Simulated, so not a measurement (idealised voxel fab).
A process module follows: voxel released beams.
The figure presents cross-section cut, which has a width of 170 nm and is divided into square cells with an edge length of 5 nm.
Cross-section = grid of square cells, listed top down in bands; band = one or more rows.
Band entry format. Leading values: height of top, height of bottom, nm. Remainder: materials in left-to-right order, each with its width in nm. Special words: "everywhere" on a single material, which then fills the band edge to edge; "empty", empty space.
The level at which height equals 0 is the one under which the wafer, as it arrives, is entirely one material. No lower edge exists for the bottom band, which continues downward and is notated as in "from 0 down".
It should be noted that a width expressed as "30 to 40" varies in equal increments from row to row of cells within the band, taking the value of the first number at the top row and that of the second number at the bottom row.
The designation "no modifications", where it is given for a processing step, indicates that no cell of the cross-section was altered in the course of that step.
Closed empty spaces (no open way to the top) of 8 cells or more are what "Closed void entries" lists, each as width x height at distance from the left edge, nm for all three.
Formally, on a step line, whatever follows the settings is a remark that the simulator itself makes on the step.
You can add "overlay nm" to a step's line. For a step with a mask, it describes how far the mask lay to the right of its planned position, and a negative number describes a lay to the left.

These are the steps we planned for the process:
1. RECEIVE (material Si)
2. CONFORMAL_DEP (material SiN; thk nm 5)
3. DIRECTIONAL_DEP (material SiO2; thk nm 20)
4. DIRECTIONAL_DEP (material aC; thk nm 15)
5. PATTERN (tone open; mask id ANCHOR; material resist; width nm 45; thk nm 30; overlay nm 0)
6. DIRECTIONAL_ETCH (etch materials aC; depth nm 15)
7. STRIP (etch materials resist)
8. DIRECTIONAL_ETCH (etch materials SiO2; depth nm 20)
9. STRIP (etch materials aC)
10. CONFORMAL_DEP (material polySi; thk nm 15)
11. DIRECTIONAL_DEP (material aC; thk nm 10)
12. PATTERN (tone cover; mask id BEAM; material resist; width nm 90; thk nm 25; overlay nm 0)
13. DIRECTIONAL_ETCH (etch materials aC; depth nm 10)
14. STRIP (etch materials resist)
15. DIRECTIONAL_ETCH (etch materials polySi; depth nm 15)
16. STRIP (etch materials aC)
17. STRIP (etch materials SiO2)

Wafer cross-section on receipt, i.e. after step 1:
    from 0 down: Si everywhere
    Closed void entries: none

This is how the wafer looks in cross-section once the module is done, given the starting state and plan above and one mistake in carrying the plan out:
    from 40 to 25: SiN=55, empty=15, SiN=100
    from 25 to 20: SiO2=40, SiN=15, empty=15, SiN=15, SiO2=85
    from 20 to 5: SiO2=40, SiN=45, SiO2=85
    from 5 to 0: SiN everywhere
    from 0 down: Si everywhere
    Closed void entries: none
Short version of what went wrong: off-plan run, step 10, actual operation and settings CONFORMAL_DEP (material SiN; thk nm 15)
